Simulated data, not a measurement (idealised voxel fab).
Presented below is a process module, voxel capacitor over wiring.
The cross-section on display is named cut; it measures 180 nm wide, and its cells are 5 nm squares.
How to read a cross-section here: the picture is a grid of square cells, written as bands going from the top down, and any band can span one or more rows of cells.
Heights first: top, then bottom, in nm. Then materials, left to right, each with a width in nm. "throughout" on a single material: fills the band edge to edge. "blank": empty space.
Height reference: 0 = level under which incoming wafer is all one material. Lowest band: no bottom, runs on downward, e.g. "from 0 down".
A width such as "30..40" changes by the same amount from each row of cells to the next, from the band's top row to its bottom row.
You'll sometimes find "all unchanged" written for a step, and that's the way of saying that nowhere in the cross-section did a cell change during that step.
So "Closed void roster" is basically the list of trapped voids: any empty space of 8 cells or more that can't reach the top through an opening. They're written width x height at distance, the distance being from the left edge, and it's all nm.
The remark found on a step's line after its settings is issued by the simulator itself and pertains to that step.
The setting "overlay nm" may be written on the line of a step. When the step uses a mask, the value reports how far to the right of the planned place the mask lay, and a negative value reports that it lay to the left.
Before/after cross-section pairs, one process step each; after shown to lowest changed band; step and settings beneath. Pairs may be from different runs of this module on the same starting wafer; a pair continues from the one above only where its "Pre-step profile" entry says so.
Pre-step profile:
> from 0 down  Si throughout
> Closed void roster: none
Resultant Cross-Section:
> from 15 to 0  SiO2 throughout
> Below 0, no change.
> Closed void roster: none
Step between the pre-process and post-process cross-sections given above: CONFORMAL_DEP,material SiO2,thk nm 15
Pre-step profile: starting point is the after cross-section of the pair just above.
Resultant Cross-Section:
> from 20 to 15  SiN throughout
> Below 15, no change.
> Closed void roster: none
Step between the pre-process and post-process cross-sections given above: CONFORMAL_DEP,material SiN,thk nm 5
Pre-step profile: starting point is the after cross-section of the pair just above.
Resultant Cross-Section:
> from 40 to 20  lowk throughout
> Below 20, no change.
> Closed void roster: none
Step between the pre-process and post-process cross-sections given above: DIRECTIONAL_DEP,material lowk,thk nm 20
Pre-step profile: starting point is the after cross-section of the pair just above.
Resultant Cross-Section:
> from 50 to 40  aC throughout
> Below 40, no change.
> Closed void roster: none
Step between the pre-process and post-process cross-sections given above: DIRECTIONAL_DEP,material aC,thk nm 10
Pre-step profile: starting point is the after cross-section of the pair just above.
Resultant Cross-Section:
> from 80 to 50  resist 40, blank 25, resist 50, blank 25, resist 40
> Below 50, no change.
> Closed void roster: none
Step between the pre-process and post-process cross-sections given above: PATTERN,tone open,mask id METAL_1,material resist,width nm 25,pitch nm 75,thk nm 30,overlay nm 0
Pre-step profile: starting point is the after cross-section of the pair just above.
Resultant Cross-Section:
> from 70 to 50  resist 40, blank 25, resist 50, blank 25, resist 40
> from 50 to 40  aC 40, blank 25, aC 50, blank 25, aC 40
> Below 40, no change.
> Closed void roster: none
Step between the pre-process and post-process cross-sections given above: DIRECTIONAL_ETCH,etch materials aC,depth nm 10
Pre-step profile: starting point is the after cross-section of the pair just above.
Resultant Cross-Section:
> from 50 to 40  aC 40, blank 25, aC 50, blank 25, aC 40
> Below 40, no change.
> Closed void roster: none
Step between the pre-process and post-process cross-sections given above: STRIP,etch materials resist
Pre-step profile: starting point is the after cross-section of the pair just above.
Resultant Cross-Section:
> from 50 to 40  aC 40, blank 25, aC 50, blank 25, aC 40
> from 40 to 20  lowk 40, blank 25, lowk 50, blank 25, lowk 40
> Below 20, no change.
> Closed void roster: none
Step between the pre-process and post-process cross-sections given above: DIRECTIONAL_ETCH,etch materials lowk,depth nm 20
Pre-step profile: starting point is the after cross-section of the pair just above.
Resultant Cross-Section:
> from 50 to 40  aC 40, blank 25, aC 50, blank 25, aC 40
> from 40 to 20  lowk 40, blank 25, lowk 50, blank 25, lowk 40
> from 20 to 15  SiN 40, blank 25, SiN 50, blank 25, SiN 40
> Below 15, no change.
> Closed void roster: none
Step between the pre-process and post-process cross-sections given above: DIRECTIONAL_ETCH,etch materials SiN,depth nm 5
Pre-step profile: starting point is the after cross-section of the pair just above.
Resultant Cross-Section:
> from 40 to 20  lowk 40, blank 25, lowk 50, blank 25, lowk 40
> Below 20, no change.
> Closed void roster: none
Step between the pre-process and post-process cross-sections given above: STRIP,etch materials aC
Pre-step profile: starting point is the after cross-section of the pair just above.
Resultant Cross-Section:
> from 45 to 40  TiN 45, blank 15, TiN 60, blank 15, TiN 45
> from 40 to 20  lowk 40, TiN 5, blank 15, TiN 5, lowk 50, TiN 5, blank 15, TiN 5, lowk 40
> from 20 to 15  SiN 40, TiN 25, SiN 50, TiN 25, SiN 40
> Below 15, no change.
> Closed void roster: none
Step between the pre-process and post-process cross-sections given above: CONFORMAL_DEP,material TiN,thk nm 5
Pre-step profile: starting point is the after cross-section of the pair just above.
Resultant Cross-Section:
> from 55 to 45  W throughout
> from 45 to 40  TiN 45, W 15, TiN 60, W 15, TiN 45
> from 40 to 20  lowk 40, TiN 5, W 15, TiN 5, lowk 50, TiN 5, W 15, TiN 5, lowk 40
> Below 20, no change.
> Closed void roster: none
Step between the pre-process and post-process cross-sections given above: FILL_DEP,material W,thk nm 10
Pre-step profile: starting point is the after cross-section of the pair just above.
Resultant Cross-Section:
> from 40 to 20  lowk 40, TiN 5, W 15, TiN 5, lowk 50, TiN 5, W 15, TiN 5, lowk 40
> Below 20, no change.
> Closed void roster: none
Step between the pre-process and post-process cross-sections given above: CMP,height nm 40
Pre-step profile: starting point is the after cross-section of the pair just above.
Resultant Cross-Section:
> from 45 to 40  SiCN throughout
> Below 40, no change.
> Closed void roster: none
Step between the pre-process and post-process cross-sections given above: CONFORMAL_DEP,material SiCN,thk nm 5
Pre-step profile: starting point is the after cross-section of the pair just above.
Resultant Cross-Section:
> from 60 to 45  lowk throughout
> Below 45, no change.
> Closed void roster: none
Step between the pre-process and post-process cross-sections given above: DIRECTIONAL_DEP,material lowk,thk nm 15
Pre-step profile: starting point is the after cross-section of the pair just above.
Resultant Cross-Section:
> from 75 to 60  aC throughout
> Below 60, no change.
> Closed void roster: none
Step between the pre-process and post-process cross-sections given above: DIRECTIONAL_DEP,material aC,thk nm 15
Pre-step profile: starting point is the after cross-section of the pair just above.
Resultant Cross-Section:
> from 110 to 75  resist 50, blank 15, resist 115
> Below 75, no change.
> Closed void roster: none
Step between the pre-process and post-process cross-sections given above: PATTERN,tone open,mask id PLUG_1,material resist,width nm 15,thk nm 35,overlay nm 0
Pre-step profile: starting point is the after cross-section of the pair just above.
Resultant Cross-Section:
> from 95 to 75  resist 50, blank 15, resist 115
> from 75 to 60  aC 50, blank 15, aC 115
> Below 60, no change.
> Closed void roster: none
Step between the pre-process and post-process cross-sections given above: DIRECTIONAL_ETCH,etch materials aC,depth nm 15
Pre-step profile: starting point is the after cross-section of the pair just above.
Resultant Cross-Section:
> from 75 to 60  aC 50, blank 15, aC 115
> Below 60, no change.
> Closed void roster: none
Step between the pre-process and post-process cross-sections given above: STRIP,etch materials resist
Pre-step profile: starting point is the after cross-section of the pair just above.
Resultant Cross-Section:
> from 75 to 60  aC 50, blank 15, aC 115
> from 60 to 45  lowk 50, blank 15, lowk 115
> Below 45, no change.
> Closed void roster: none
Step between the pre-process and post-process cross-sections given above: DIRECTIONAL_ETCH,etch materials lowk,depth nm 15
Pre-step profile: starting point is the after cross-section of the pair just above.
Resultant Cross-Section:
> from 75 to 60  aC 50, blank 15, aC 115
> from 60 to 45  lowk 50, blank 15, lowk 115
> from 45 to 40  SiCN 50, blank 15, SiCN 115
> Below 40, no change.
> Closed void roster: none
Step between the pre-process and post-process cross-sections given above: DIRECTIONAL_ETCH,etch materials SiCN,depth nm 5
Pre-step profile: starting point is the after cross-section of the pair just above.
Resultant Cross-Section:
> from 60 to 45  lowk 50, blank 15, lowk 115
> Below 45, no change.
> Closed void roster: none
Step between the pre-process and post-process cross-sections given above: STRIP,etch materials aC
Pre-step profile: starting point is the after cross-section of the pair just above.
Resultant Cross-Section:
> from 65 to 60  TiN 55, blank 5, TiN 120
> from 60 to 45  lowk 50, TiN 5, blank 5, TiN 5, lowk 115
> from 45 to 40  SiCN 50, TiN 15, SiCN 115
> Below 40, no change.
> Closed void roster: none
Step between the pre-process and post-process cross-sections given above: CONFORMAL_DEP,material TiN,thk nm 5
Pre-step profile: starting point is the after cross-section of the pair just above.
Resultant Cross-Section:
> from 70 to 65  Ru throughout
> from 65 to 60  TiN 55, Ru 5, TiN 120
> from 60 to 45  lowk 50, TiN 5, Ru 5, TiN 5, lowk 115
> Below 45, no change.
> Closed void roster: none
Step between the pre-process and post-process cross-sections given above: FILL_DEP,material Ru,thk nm 5
Pre-step profile: starting point is the after cross-section of the pair just above.
Resultant Cross-Section:
> from 60 to 45  lowk 50, TiN 5, Ru 5, TiN 5, lowk 115
> Below 45, no change.
> Closed void roster: none
Step between the pre-process and post-process cross-sections given above: CMP,height nm 60
Pre-step profile: starting point is the after cross-section of the pair just above.
Resultant Cross-Section:
> from 70 to 60  TiN throughout
> Below 60, no change.
> Closed void roster: none
Step between the pre-process and post-process cross-sections given above: DIRECTIONAL_DEP,material TiN,thk nm 10
Pre-step profile: starting point is the after cross-section of the pair just above.
Resultant Cross-Section:
> from 75 to 70  Al2O3 throughout
> Below 70, no change.
> Closed void roster: none
Step between the pre-process and post-process cross-sections given above: DIRECTIONAL_DEP,material Al2O3,thk nm 5
Pre-step profile: starting point is the after cross-section of the pair just above.
Resultant Cross-Section:
> from 80 to 75  TiN throughout
> Below 75, no change.
> Closed void roster: none
Step between the pre-process and post-process cross-sections given above: DIRECTIONAL_DEP,material TiN,thk nm 5
Pre-step profile: starting point is the after cross-section of the pair just above.
Resultant Cross-Section:
> from 100 to 80  blank 50, resist 55, blank 75
> Below 80, no change.
> Closed void roster: none
Step between the pre-process and post-process cross-sections given above: PATTERN,tone cover,mask id UPPER_PLATE,material resist,width nm 55,thk nm 20,overlay nm 0
Pre-step profile: starting point is the after cross-section of the pair just above.
Resultant Cross-Section:
> from 100 to 80  blank 50, resist 55, blank 75
> from 80 to 75  blank 50, TiN 55, blank 75
> Below 75, no change.
> Closed void roster: none
Step between the pre-process and post-process cross-sections given above: DIRECTIONAL_ETCH,etch materials TiN,depth nm 5
Pre-step profile: starting point is the after cross-section of the pair just above.
Resultant Cross-Section:
> from 100 to 80  blank 50, resist 55, blank 75
> from 80 to 75  blank 50, TiN 55, blank 75
> from 75 to 70  blank 50, Al2O3 55, blank 75
> Below 70, no change.
> Closed void roster: none
Step between the pre-process and post-process cross-sections given above: DIRECTIONAL_ETCH,etch materials Al2O3,depth nm 5
Pre-step profile: starting point is the after cross-section of the pair just above.
Resultant Cross-Section:
> from 80 to 75  blank 50, TiN 55, blank 75
> Below 75, no change.
> Closed void roster: none
Step between the pre-process and post-process cross-sections given above: STRIP,etch materials resist
Pre-step profile: starting point is the after cross-section of the pair just above.
Resultant Cross-Section:
> from 100 to 80  blank 45, resist 65, blank 70
> from 80 to 75  blank 45, resist 5, TiN 55, resist 5, blank 70
> from 75 to 70  blank 45, resist 5, Al2O3 55, resist 5, blank 70
> Below 70, no change.
> Closed void roster: none
Step between the pre-process and post-process cross-sections given above: PATTERN,tone cover,mask id LOWER_PLATE,material resist,width nm 65,thk nm 20,overlay nm 0
Pre-step profile: starting point is the after cross-section of the pair just above.
Resultant Cross-Section:
> from 100 to 80  blank 45, resist 65, blank 70
> from 80 to 75  blank 45, resist 5, TiN 55, resist 5, blank 70
> from 75 to 70  blank 45, resist 5, Al2O3 55, resist 5, blank 70
> from 70 to 60  blank 45, TiN 65, blank 70
> Below 60, no change.
> Closed void roster: none
Step between the pre-process and post-process cross-sections given above: DIRECTIONAL_ETCH,etch materials TiN,depth nm 10
Pre-step profile: starting point is the after cross-section of the pair just above.
Resultant Cross-Section:
> from 80 to 75  blank 50, TiN 55, blank 75
> from 75 to 70  blank 50, Al2O3 55, blank 75
> Below 70, no change.
> Closed void roster: none
Step between the pre-process and post-process cross-sections given above: STRIP,etch materials resist
Pre-step profile: starting point is the after cross-section of the pair just above.
Resultant Cross-Section:
> from 100 to 80  SiO2 throughout
> from 80 to 75  SiO2 50, TiN 55, SiO2 75
> from 75 to 70  SiO2 50, Al2O3 55, SiO2 75
> from 70 to 60  SiO2 45, TiN 65, SiO2 70
> Below 60, no change.
> Closed void roster: none
Step between the pre-process and post-process cross-sections given above: FILL_DEP,material SiO2,thk nm 20
Pre-step profile: starting point is the after cross-section of the pair just above.
Resultant Cross-Section:
> from 95 to 80  SiO2 throughout
> Below 80, no change.
> Closed void roster: none
Step between the pre-process and post-process cross-sections given above: CMP,height nm 95
Pre-step profile: starting point is the after cross-section of the pair just above.
Resultant Cross-Section:
> from 110 to 95  aC throughout
> Below 95, no change.
> Closed void roster: none
Step between the pre-process and post-process cross-sections given above: DIRECTIONAL_DEP,material aC,thk nm 15
Pre-step profile: starting point is the after cross-section of the pair just above.
Resultant Cross-Section:
> from 140 to 110  resist 60, blank 15, resist 105
> Below 110, no change.
> Closed void roster: none
Step between the pre-process and post-process cross-sections given above: PATTERN,tone open,mask id PLUG_2,material resist,width nm 15,thk nm 30,overlay nm 0
Pre-step profile: starting point is the after cross-section of the pair just above.
Resultant Cross-Section:
> from 125 to 110  resist 60, blank 15, resist 105
> from 110 to 95  aC 60, blank 15, aC 105
> Below 95, no change.
> Closed void roster: none
Step between the pre-process and post-process cross-sections given above: DIRECTIONAL_ETCH,etch materials aC,depth nm 15
Pre-step profile: starting point is the after cross-section of the pair just above.
Resultant Cross-Section:
> from 110 to 95  aC 60, blank 15, aC 105
> Below 95, no change.
> Closed void roster: none
Step between the pre-process and post-process cross-sections given above: STRIP,etch materials resist
Pre-step profile: starting point is the after cross-section of the pair just above.
Resultant Cross-Section:
> from 110 to 95  aC 60, blank 15, aC 105
> from 95 to 80  SiO2 60, blank 15, SiO2 105
> Below 80, no change.
> Closed void roster: none
Step between the pre-process and post-process cross-sections given above: DIRECTIONAL_ETCH,etch materials SiO2,depth nm 15
Pre-step profile: starting point is the after cross-section of the pair just above.
Resultant Cross-Section:
> from 95 to 80  SiO2 60, blank 15, SiO2 105
> Below 80, no change.
> Closed void roster: none
Step between the pre-process and post-process cross-sections given above: STRIP,etch materials aC
Pre-step profile: starting point is the after cross-section of the pair just above.
Resultant Cross-Section:
> from 100 to 95  TiN 65, blank 5, TiN 110
> from 95 to 85  SiO2 60, TiN 5, blank 5, TiN 5, SiO2 105
> from 85 to 75  SiO2 60..50, TiN 15..55, SiO2 105..75
> Below 75, no change.
> Closed void roster: none
Step between the pre-process and post-process cross-sections given above: CONFORMAL_DEP,material TiN,thk nm 5
Pre-step profile: starting point is the after cross-section of the pair just above.
Resultant Cross-Section:
> from 110 to 100  Cu throughout
> from 100 to 95  TiN 65, Cu 5, TiN 110
> from 95 to 85  SiO2 60, TiN 5, Cu 5, TiN 5, SiO2 105
> Below 85, no change.
> Closed void roster: none
Step between the pre-process and post-process cross-sections given above: FILL_DEP,material Cu,thk nm 10
Pre-step profile: starting point is the after cross-section of the pair just above.
Resultant Cross-Section:
> from 95 to 85  SiO2 60, TiN 5, Cu 5, TiN 5, SiO2 105
> Below 85, no change.
> Closed void roster: none
Step between the pre-process and post-process cross-sections given above: CMP,height nm 95
Pre-step profile: starting point is the after cross-section of the pair just above.
Resultant Cross-Section:
> from 100 to 95  SiN throughout
> Below 95, no change.
> Closed void roster: none
Step between the pre-process and post-process cross-sections given above: CONFORMAL_DEP,material SiN,thk nm 5
Pre-step profile:
> from 70 to 60  TiN throughout
> from 60 to 45  lowk 50, TiN 5, Ru 5, TiN 5, lowk 115
> from 45 to 40  SiCN 50, TiN 15, SiCN 115
> from 40 to 20  lowk 40, TiN 5, W 15, TiN 5, lowk 50, TiN 5, W 15, TiN 5, lowk 40
> from 20 to 15  SiN 40, TiN 25, SiN 50, TiN 25, SiN 40
> from 15 to 0  SiO2 throughout
> from 0 down  Si throughout
> Closed void roster: none
Resultant Cross-Section:
> from 75 to 60  TiN throughout
> Below 60, no change.
> Closed void roster: none
Step between the pre-process and post-process cross-sections given above: DIRECTIONAL_DEP,material TiN,thk nm 5
Pre-step profile: starting point is the after cross-section of the pair just above.
Resultant Cross-Section:
> from 95 to 75  blank 50, resist 55, blank 75
> Below 75, no change.
> Closed void roster: none
Step between the pre-process and post-process cross-sections given above: PATTERN,tone cover,mask id UPPER_PLATE,material resist,width nm 55,thk nm 20,overlay nm 0
Pre-step profile: starting point is the after cross-section of the pair just above.
Resultant Cross-Section:
> from 95 to 75  blank 50, resist 55, blank 75
> from 75 to 70  blank 50, TiN 55, blank 75
> Below 70, no change.
> Closed void roster: none
Step between the pre-process and post-process cross-sections given above: DIRECTIONAL_ETCH,etch materials TiN,depth nm 5
Pre-step profile: starting point is the after cross-section of the pair just above.
Resultant Cross-Section:
> from 75 to 70  blank 50, TiN 55, blank 75
> Below 70, no change.
> Closed void roster: none
Step between the pre-process and post-process cross-sections given above: STRIP,etch materials resist
Pre-step profile: starting point is the after cross-section of the pair just above.
Resultant Cross-Section:
> from 95 to 75  blank 45, resist 65, blank 70
> from 75 to 70  blank 45, resist 5, TiN 55, resist 5, blank 70
> Below 70, no change.
> Closed void roster: none
Step between the pre-process and post-process cross-sections given above: PATTERN,tone cover,mask id LOWER_PLATE,material resist,width nm 65,thk nm 20,overlay nm 0
Pre-step profile: starting point is the after cross-section of the pair just above.
Resultant Cross-Section:
> from 95 to 75  blank 45, resist 65, blank 70
> from 75 to 70  blank 45, resist 5, TiN 55, resist 5, blank 70
> from 70 to 60  blank 45, TiN 65, blank 70
> Below 60, no change.
> Closed void roster: none
Step between the pre-process and post-process cross-sections given above: DIRECTIONAL_ETCH,etch materials TiN,depth nm 10
Pre-step profile: starting point is the after cross-section of the pair just above.
Resultant Cross-Section:
> from 75 to 70  blank 50, TiN 55, blank 75
> Below 70, no change.
> Closed void roster: none
Step between the pre-process and post-process cross-sections given above: STRIP,etch materials resist
Pre-step profile: starting point is the after cross-section of the pair just above.
Resultant Cross-Section:
> from 95 to 75  SiO2 throughout
> from 75 to 70  SiO2 50, TiN 55, SiO2 75
> from 70 to 60  SiO2 45, TiN 65, SiO2 70
> Below 60, no change.
> Closed void roster: none
Step between the pre-process and post-process cross-sections given above: FILL_DEP,material SiO2,thk nm 20
Pre-step profile: starting point is the after cross-section of the pair just above.
Resultant Cross-Section:
> from 110 to 95  aC throughout
> Below 95, no change.
> Closed void roster: none
Step between the pre-process and post-process cross-sections given above: DIRECTIONAL_DEP,material aC,thk nm 15
Pre-step profile: starting point is the after cross-section of the pair just above.
Resultant Cross-Section:
> from 140 to 110  resist 60, blank 15, resist 105
> Below 110, no change.
> Closed void roster: none
Step between the pre-process and post-process cross-sections given above: PATTERN,tone open,mask id PLUG_2,material resist,width nm 15,thk nm 30,overlay nm 0
Pre-step profile: starting point is the after cross-section of the pair just above.
Resultant Cross-Section:
> from 125 to 110  resist 60, blank 15, resist 105
> from 110 to 95  aC 60, blank 15, aC 105
> Below 95, no change.
> Closed void roster: none
Step between the pre-process and post-process cross-sections given above: DIRECTIONAL_ETCH,etch materials aC,depth nm 15
Pre-step profile: starting point is the after cross-section of the pair just above.
Resultant Cross-Section:
> from 110 to 95  aC 60, blank 15, aC 105
> Below 95, no change.
> Closed void roster: none
Step between the pre-process and post-process cross-sections given above: STRIP,etch materials resist
Pre-step profile: starting point is the after cross-section of the pair just above.
Resultant Cross-Section:
> from 110 to 95  aC 60, blank 15, aC 105
> from 95 to 80  SiO2 60, blank 15, SiO2 105
> Below 80, no change.
> Closed void roster: none
Step between the pre-process and post-process cross-sections given above: DIRECTIONAL_ETCH,etch materials SiO2,depth nm 15
Pre-step profile: starting point is the after cross-section of the pair just above.
Resultant Cross-Section:
> from 95 to 80  SiO2 60, blank 15, SiO2 105
> Below 80, no change.
> Closed void roster: none
Step between the pre-process and post-process cross-sections given above: STRIP,etch materials aC
Pre-step profile: starting point is the after cross-section of the pair just above.
Resultant Cross-Section:
> from 100 to 95  TiN 65, blank 5, TiN 110
> from 95 to 85  SiO2 60, TiN 5, blank 5, TiN 5, SiO2 105
> from 85 to 80  SiO2 60, TiN 15, SiO2 105
> Below 80, no change.
> Closed void roster: none
Step between the pre-process and post-process cross-sections given above: CONFORMAL_DEP,material TiN,thk nm 5
Pre-step profile: starting point is the after cross-section of the pair just above.
Resultant Cross-Section:
> from 110 to 100  Cu throughout
> from 100 to 95  TiN 65, Cu 5, TiN 110
> from 95 to 85  SiO2 60, TiN 5, Cu 5, TiN 5, SiO2 105
> Below 85, no change.
> Closed void roster: none
Step between the pre-process and post-process cross-sections given above: FILL_DEP,material Cu,thk nm 10
Pre-step profile: starting point is the after cross-section of the pair just above.
Resultant Cross-Section:
> from 95 to 85  SiO2 60, TiN 5, Cu 5, TiN 5, SiO2 105
> Below 85, no change.
> Closed void roster: none
Step between the pre-process and post-process cross-sections given above: CMP,height nm 95
Pre-step profile: starting point is the after cross-section of the pair just above.
Resultant Cross-Section:
> from 100 to 95  SiN throughout
> Below 95, no change.
> Closed void roster: none
Step between the pre-process and post-process cross-sections given above: CONFORMAL_DEP,material SiN,thk nm 5
Pre-step profile:
> from 15 to 0  SiO2 throughout
> from 0 down  Si throughout
> Closed void roster: none
Resultant Cross-Section:
> from 30 to 0  SiO2 throughout
> Below 0, no change.
> Closed void roster: none
Step between the pre-process and post-process cross-sections given above: CONFORMAL_DEP,material SiO2,thk nm 15
Pre-step profile: starting point is the after cross-section of the pair just above.
Resultant Cross-Section:
> from 35 to 30  SiN throughout
> Below 30, no change.
> Closed void roster: none
Step between the pre-process and post-process cross-sections given above: CONFORMAL_DEP,material SiN,thk nm 5
Pre-step profile: starting point is the after cross-section of the pair just above.
Resultant Cross-Section:
> from 55 to 35  lowk throughout
> Below 35, no change.
> Closed void roster: none
Step between the pre-process and post-process cross-sections given above: DIRECTIONAL_DEP,material lowk,thk nm 20
Pre-step profile: starting point is the after cross-section of the pair just above.
Resultant Cross-Section:
> from 65 to 55  aC throughout
> Below 55, no change.
> Closed void roster: none
Step between the pre-process and post-process cross-sections given above: DIRECTIONAL_DEP,material aC,thk nm 10
Pre-step profile: starting point is the after cross-section of the pair just above.
Resultant Cross-Section:
> from 95 to 65  resist 40, blank 25, resist 50, blank 25, resist 40
> Below 65, no change.
> Closed void roster: none
Step between the pre-process and post-process cross-sections given above: PATTERN,tone open,mask id METAL_1,material resist,width nm 25,pitch nm 75,thk nm 30,overlay nm 0
Pre-step profile: starting point is the after cross-section of the pair just above.
Resultant Cross-Section:
> from 85 to 65  resist 40, blank 25, resist 50, blank 25, resist 40
> from 65 to 55  aC 40, blank 25, aC 50, blank 25, aC 40
> Below 55, no change.
> Closed void roster: none
Step between the pre-process and post-process cross-sections given above: DIRECTIONAL_ETCH,etch materials aC,depth nm 10
Pre-step profile: starting point is the after cross-section of the pair just above.
Resultant Cross-Section:
> from 65 to 55  aC 40, blank 25, aC 50, blank 25, aC 40
> Below 55, no change.
> Closed void roster: none
Step between the pre-process and post-process cross-sections given above: STRIP,etch materials resist
Pre-step profile: starting point is the after cross-section of the pair just above.
Resultant Cross-Section:
> from 65 to 55  aC 40, blank 25, aC 50, blank 25, aC 40
> from 55 to 35  lowk 40, blank 25, lowk 50, blank 25, lowk 40
> Below 35, no change.
> Closed void roster: none
Step between the pre-process and post-process cross-sections given above: DIRECTIONAL_ETCH,etch materials lowk,depth nm 20
Pre-step profile: starting point is the after cross-section of the pair just above.
Resultant Cross-Section:
> from 65 to 55  aC 40, blank 25, aC 50, blank 25, aC 40
> from 55 to 35  lowk 40, blank 25, lowk 50, blank 25, lowk 40
> from 35 to 30  SiN 40, blank 25, SiN 50, blank 25, SiN 40
> Below 30, no change.
> Closed void roster: none
Step between the pre-process and post-process cross-sections given above: DIRECTIONAL_ETCH,etch materials SiN,depth nm 5
Pre-step profile: starting point is the after cross-section of the pair just above.
Resultant Cross-Section:
> from 55 to 35  lowk 40, blank 25, lowk 50, blank 25, lowk 40
> Below 35, no change.
> Closed void roster: none
Step between the pre-process and post-process cross-sections given above: STRIP,etch materials aC
Pre-step profile: starting point is the after cross-section of the pair just above.
Resultant Cross-Section:
> from 60 to 55  TiN 45, blank 15, TiN 60, blank 15, TiN 45
> from 55 to 35  lowk 40, TiN 5, blank 15, TiN 5, lowk 50, TiN 5, blank 15, TiN 5, lowk 40
> from 35 to 30  SiN 40, TiN 25, SiN 50, TiN 25, SiN 40
> Below 30, no change.
> Closed void roster: none
Step between the pre-process and post-process cross-sections given above: CONFORMAL_DEP,material TiN,thk nm 5
Pre-step profile: starting point is the after cross-section of the pair just above.
Resultant Cross-Section:
> from 70 to 60  W throughout
> from 60 to 55  TiN 45, W 15, TiN 60, W 15, TiN 45
> from 55 to 35  lowk 40, TiN 5, W 15, TiN 5, lowk 50, TiN 5, W 15, TiN 5, lowk 40
> Below 35, no change.
> Closed void roster: none
Step between the pre-process and post-process cross-sections given above: FILL_DEP,material W,thk nm 10
Pre-step profile: starting point is the after cross-section of the pair just above.
Resultant Cross-Section:
> from 40 to 35  lowk 40, TiN 5, W 15, TiN 5, lowk 50, TiN 5, W 15, TiN 5, lowk 40
> Below 35, no change.
> Closed void roster: none
Step between the pre-process and post-process cross-sections given above: CMP,height nm 40
Pre-step profile: starting point is the after cross-section of the pair just above.
Resultant Cross-Section:
> from 45 to 40  SiCN throughout
> Below 40, no change.
> Closed void roster: none
Step between the pre-process and post-process cross-sections given above: CONFORMAL_DEP,material SiCN,thk nm 5
Pre-step profile: starting point is the after cross-section of the pair just above.
Resultant Cross-Section:
> from 60 to 45  lowk throughout
> Below 45, no change.
> Closed void roster: none
Step between the pre-process and post-process cross-sections given above: DIRECTIONAL_DEP,material lowk,thk nm 15
Pre-step profile: starting point is the after cross-section of the pair just above.
Resultant Cross-Section:
> from 75 to 60  aC throughout
> Below 60, no change.
> Closed void roster: none
Step between the pre-process and post-process cross-sections given above: DIRECTIONAL_DEP,material aC,thk nm 15
Pre-step profile: starting point is the after cross-section of the pair just above.
Resultant Cross-Section:
> from 110 to 75  resist 50, blank 15, resist 115
> Below 75, no change.
> Closed void roster: none
Step between the pre-process and post-process cross-sections given above: PATTERN,tone open,mask id PLUG_1,material resist,width nm 15,thk nm 35,overlay nm 0
Pre-step profile: starting point is the after cross-section of the pair just above.
Resultant Cross-Section:
> from 95 to 75  resist 50, blank 15, resist 115
> from 75 to 60  aC 50, blank 15, aC 115
> Below 60, no change.
> Closed void roster: none
Step between the pre-process and post-process cross-sections given above: DIRECTIONAL_ETCH,etch materials aC,depth nm 15
Pre-step profile: starting point is the after cross-section of the pair just above.
Resultant Cross-Section:
> from 75 to 60  aC 50, blank 15, aC 115
> Below 60, no change.
> Closed void roster: none
Step between the pre-process and post-process cross-sections given above: STRIP,etch materials resist
Pre-step profile: starting point is the after cross-section of the pair just above.
Resultant Cross-Section:
> from 75 to 60  aC 50, blank 15, aC 115
> from 60 to 45  lowk 50, blank 15, lowk 115
> Below 45, no change.
> Closed void roster: none
Step between the pre-process and post-process cross-sections given above: DIRECTIONAL_ETCH,etch materials lowk,depth nm 15
Pre-step profile: starting point is the after cross-section of the pair just above.
Resultant Cross-Section:
> from 75 to 60  aC 50, blank 15, aC 115
> from 60 to 45  lowk 50, blank 15, lowk 115
> from 45 to 40  SiCN 50, blank 15, SiCN 115
> Below 40, no change.
> Closed void roster: none
Step between the pre-process and post-process cross-sections given above: DIRECTIONAL_ETCH,etch materials SiCN,depth nm 5
Pre-step profile: starting point is the after cross-section of the pair just above.
Resultant Cross-Section:
> from 60 to 45  lowk 50, blank 15, lowk 115
> Below 45, no change.
> Closed void roster: none
Step between the pre-process and post-process cross-sections given above: STRIP,etch materials aC
Pre-step profile: starting point is the after cross-section of the pair just above.
Resultant Cross-Section:
> from 65 to 60  TiN 55, blank 5, TiN 120
> from 60 to 45  lowk 50, TiN 5, blank 5, TiN 5, lowk 115
> from 45 to 40  SiCN 50, TiN 15, SiCN 115
> Below 40, no change.
> Closed void roster: none
Step between the pre-process and post-process cross-sections given above: CONFORMAL_DEP,material TiN,thk nm 5
Pre-step profile: starting point is the after cross-section of the pair just above.
Resultant Cross-Section:
> from 70 to 65  Ru throughout
> from 65 to 60  TiN 55, Ru 5, TiN 120
> from 60 to 45  lowk 50, TiN 5, Ru 5, TiN 5, lowk 115
> Below 45, no change.
> Closed void roster: none
Step between the pre-process and post-process cross-sections given above: FILL_DEP,material Ru,thk nm 5
Pre-step profile: starting point is the after cross-section of the pair just above.
Resultant Cross-Section:
> from 60 to 45  lowk 50, TiN 5, Ru 5, TiN 5, lowk 115
> Below 45, no change.
> Closed void roster: none
Step between the pre-process and post-process cross-sections given above: CMP,height nm 60
Pre-step profile: starting point is the after cross-section of the pair just above.
Resultant Cross-Section:
> from 70 to 60  TiN throughout
> Below 60, no change.
> Closed void roster: none
Step between the pre-process and post-process cross-sections given above: DIRECTIONAL_DEP,material TiN,thk nm 10
Pre-step profile: starting point is the after cross-section of the pair just above.
Resultant Cross-Section:
> from 75 to 70  Al2O3 throughout
> Below 70, no change.
> Closed void roster: none
Step between the pre-process and post-process cross-sections given above: DIRECTIONAL_DEP,material Al2O3,thk nm 5
Pre-step profile: starting point is the after cross-section of the pair just above.
Resultant Cross-Section:
> from 80 to 75  TiN throughout
> Below 75, no change.
> Closed void roster: none
Step between the pre-process and post-process cross-sections given above: DIRECTIONAL_DEP,material TiN,thk nm 5
Pre-step profile: starting point is the after cross-section of the pair just above.
Resultant Cross-Section:
> from 100 to 80  blank 50, resist 55, blank 75
> Below 80, no change.
> Closed void roster: none
Step between the pre-process and post-process cross-sections given above: PATTERN,tone cover,mask id UPPER_PLATE,material resist,width nm 55,thk nm 20,overlay nm 0
Pre-step profile: starting point is the after cross-section of the pair just above.
Resultant Cross-Section:
> from 100 to 80  blank 50, resist 55, blank 75
> from 80 to 75  blank 50, TiN 55, blank 75
> Below 75, no change.
> Closed void roster: none
Step between the pre-process and post-process cross-sections given above: DIRECTIONAL_ETCH,etch materials TiN,depth nm 5
Pre-step profile: starting point is the after cross-section of the pair just above.
Resultant Cross-Section:
> from 100 to 80  blank 50, resist 55, blank 75
> from 80 to 75  blank 50, TiN 55, blank 75
> from 75 to 70  blank 50, Al2O3 55, blank 75
> Below 70, no change.
> Closed void roster: none
Step between the pre-process and post-process cross-sections given above: DIRECTIONAL_ETCH,etch materials Al2O3,depth nm 5
